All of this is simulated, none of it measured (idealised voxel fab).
Process module heading - voxel spacer lines
The figure presents cross-section cut, which has a width of 240 nm and is divided into square cells with an edge length of 5 nm.
A cross-section is a grid of square cells, given in bands from the top down. A band is one or more rows of cells. Band entry format. Leading values: height of top, height of bottom, nm. Remainder: materials in left-to-right order, each with its width in nm. Special words: "throughout" on a single material, which then fills the band edge to edge; "air", empty space. Note: height 0 marks the level under which the wafer is uniformly one material as received. Lowest band unbounded below, written "0 and below". A width given as "30..40" starts at the first number in the band's top row and ends at the second number in its bottom row, shifting by an equal amount at every step from row to row. It should be understood that the words "nothing changed", when stated for a given step, signify that the cross-section underwent no change in any of its cells during that step. This entry, "Closed cavities", enumerates those empty regions of no fewer than 8 cells that possess no open connection to the top. Each region is reported in the form width x height at distance, the distance being taken from the left edge, with all three quantities expressed in nm. It should be noted that, on the line of a given step, the content following the step's settings is a remark produced by the simulator itself with respect to that step. overlay nm: step with mask; distance mask lay right of planned place; negative value = left of planned place.
[The following list gives the planned process steps]
1: RECEIVE with material Si
2: CONFORMAL_DEP with material Al2O3, thk nm 5
3: DIRECTIONAL_DEP with material SiN, thk nm 5
4: DIRECTIONAL_DEP with material aC, thk nm 30
5: PATTERN with tone cover, mask id MANDREL, material resist, width nm 15, pitch nm 60, thk nm 40, overlay nm 0
6: DIRECTIONAL_ETCH with etch materials aC, depth nm 30
7: STRIP with etch materials resist
8: CONFORMAL_DEP with material SiO2, thk nm 15
9: DIRECTIONAL_ETCH with etch materials SiO2, depth nm 15
10: STRIP with etch materials aC
11: DIRECTIONAL_ETCH with etch materials SiN, depth nm 15
12: STRIP with etch materials SiO2
Across this set of wafers, the varied parameter is the thk nm of step 3. Starting conditions are identical for every wafer, and the plan reports the value assigned to the first wafer.
[So this is the first of several wafers, cross-sectioned as it came to us, meaning it's at the end of step 1]
  0 and below = Si throughout
  Closed cavities: none
[First wafer of several, cross-section, module end, after step 12 (last)]
  10 down to 5 = air 35 nm / SiN 15 nm / air 15 nm / SiN 15 nm / air 15 nm / SiN 15 nm / air 15 nm / SiN 15 nm / air 15 nm / SiN 15 nm / air 15 nm / SiN 15 nm / air 40 nm
  5 down to 0 = Al2O3 throughout
  0 and below = Si throughout
  Closed cavities: none
[Last wafer, end of module, cross-section]
  35 down to 20 = air 35 nm / SiN 15 nm / air 15 nm / SiN 15 nm / air 15 nm / SiN 15 nm / air 15 nm / SiN 15 nm / air 15 nm / SiN 15 nm / air 15 nm / SiN 15 nm / air 40 nm
  20 down to 5 = SiN throughout
  5 down to 0 = Al2O3 throughout
  0 and below = Si throughout
  Closed cavities: none
[The rows of the table below are wafers. Looking at the end of the module, a row counts, for every material, the cells the wafer has gained, shown as (+), or lost, shown as (-), since it was received; its closed voids come next]
thk nm 5; +48 Al2O3; +18 SiN; Closed cavities: none
thk nm 10; +48 Al2O3; +36 SiN; Closed cavities: none
thk nm 15; +48 Al2O3; +54 SiN; Closed cavities: none
thk nm 20; +48 Al2O3; +102 SiN; Closed cavities: none
thk nm 25; +48 Al2O3; +150 SiN; Closed cavities: none
thk nm 30; +48 Al2O3; +198 SiN; Closed cavities: none
